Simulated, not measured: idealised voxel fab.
The following process module bears the name voxel gate over fins.
Shown is cross-section cut, with a width of 245 nm and square cells of size 5 nm.
A cross-section is written here as square cells arranged in a grid, and it is given in bands from the top down, each band taking up one or more rows of cells. For a band, the entry starts with two heights in nm, that of the top and then that of the bottom, and carries on with the band's materials in order from left to right, each alongside its width in nm; the word "edge to edge" beside a single material means it fills the band edge to edge, and "empty" means empty space. Height is counted from the level 0, under which the received wafer is composed throughout of one material. The lowest of the bands is not closed at the bottom but continues downward, in the notation "0 -> down". Read "30->40" as a graded width: first number on top, second number at the bottom, same change between each pair of neighbouring rows. "changes: none" -> step changed no cross-section cell. So "Unvented internal voids" is basically the list of trapped voids: any empty space of 8 cells or more that can't reach the top through an opening. They're written width x height at distance, the distance being from the left edge, and it's all nm. Text after the settings on a step's line: the simulator's own remark on that step. A step line may carry the setting "overlay nm", which, for steps involving a mask, states the distance by which the mask lay to the right of its intended position; negative values denote displacement to the left.
**Planned process steps**
1: RECEIVE with material Si
2: CONFORMAL_DEP with material SiN, thk nm 5
3: MASKED_ETCH with tone cover, mask id FINS, width nm 15, pitch nm 35, etch materials SiN, depth nm 5, overlay nm 0
4: MASKED_ETCH with tone cover, mask id FINS, width nm 15, pitch nm 35, etch materials Si, depth nm 30, overlay nm 0
5: OXIDIZE with depth nm 5
6: FILL_DEP with material SiO2, thk nm 15
7: CMP with height nm 5
8: SELECTIVE_ETCH with etch materials SiO2, depth nm 15
9: STRIP with etch materials SiN
10: CONFORMAL_DEP with material HfO2, thk nm 5
11: CONFORMAL_DEP with material TiN, thk nm 5
12: FILL_DEP with material W, thk nm 15
13: CMP with height nm 20
14: CONFORMAL_DEP with material SiCN, thk nm 10
**Cross-section of the incoming wafer, state after step 1**
    0 -> down  Si edge to edge
    Unvented internal voids: none
**As-planned run: cross-section of the first of two wafers at end of module**
    30 -> 20  SiCN edge to edge
    20 -> 10  W edge to edge
    10 -> 5  75 nm W | 25 nm TiN | 10 nm W | 25 nm TiN | 10 nm W | 25 nm TiN | 75 nm W
    5 -> 0  75 nm W | 5 nm TiN | 15 nm HfO2 | 5 nm TiN | 10 nm W | 5 nm TiN | 15 nm HfO2 | 5 nm TiN | 10 nm W | 5 nm TiN | 15 nm HfO2 | 5 nm TiN | 75 nm W
    0 -> -5  80 nm TiN | 5 nm HfO2 | 5 nm Si | 5 nm HfO2 | 20 nm TiN | 5 nm HfO2 | 5 nm Si | 5 nm HfO2 | 20 nm TiN | 5 nm HfO2 | 5 nm Si | 5 nm HfO2 | 80 nm TiN
    -5 -> -10  85 nm HfO2 | 5 nm Si | 30 nm HfO2 | 5 nm Si | 30 nm HfO2 | 5 nm Si | 85 nm HfO2
    -10 -> -35  85 nm SiO2 | 5 nm Si | 30 nm SiO2 | 5 nm Si | 30 nm SiO2 | 5 nm Si | 85 nm SiO2
    -35 -> down  Si edge to edge
    Unvented internal voids: none
**Cross-section, wafer two of two, end of module: same start and plan as wafer one, one error in execution**
    30 -> 20  SiCN edge to edge
    20 -> 10  W edge to edge
    10 -> 5  75 nm W | 25 nm TiN | 10 nm W | 25 nm TiN | 10 nm W | 25 nm TiN | 75 nm W
    5 -> 0  75 nm W | 5 nm TiN | 15 nm HfO2 | 5 nm TiN | 10 nm W | 5 nm TiN | 15 nm HfO2 | 5 nm TiN | 10 nm W | 5 nm TiN | 15 nm HfO2 | 5 nm TiN | 75 nm W
    0 -> -5  80 nm TiN | 5 nm HfO2 | 5 nm Si | 5 nm HfO2 | 20 nm TiN | 5 nm HfO2 | 5 nm Si | 5 nm HfO2 | 20 nm TiN | 5 nm HfO2 | 5 nm Si | 5 nm HfO2 | 80 nm TiN
    -5 -> -10  85 nm HfO2 | 5 nm Si | 30 nm HfO2 | 5 nm Si | 30 nm HfO2 | 5 nm Si | 85 nm HfO2
    -10 -> -65  85 nm SiO2 | 5 nm Si | 30 nm SiO2 | 5 nm Si | 30 nm SiO2 | 5 nm Si | 85 nm SiO2
    -65 -> down  Si edge to edge
    Unvented internal voids: none
Where did the run depart from the plan? step 4 of the plan was executed twice over
The final cell counts differ between the wafers, with the second having more or fewer of some materials than the first: -276 Si | +276 SiO2
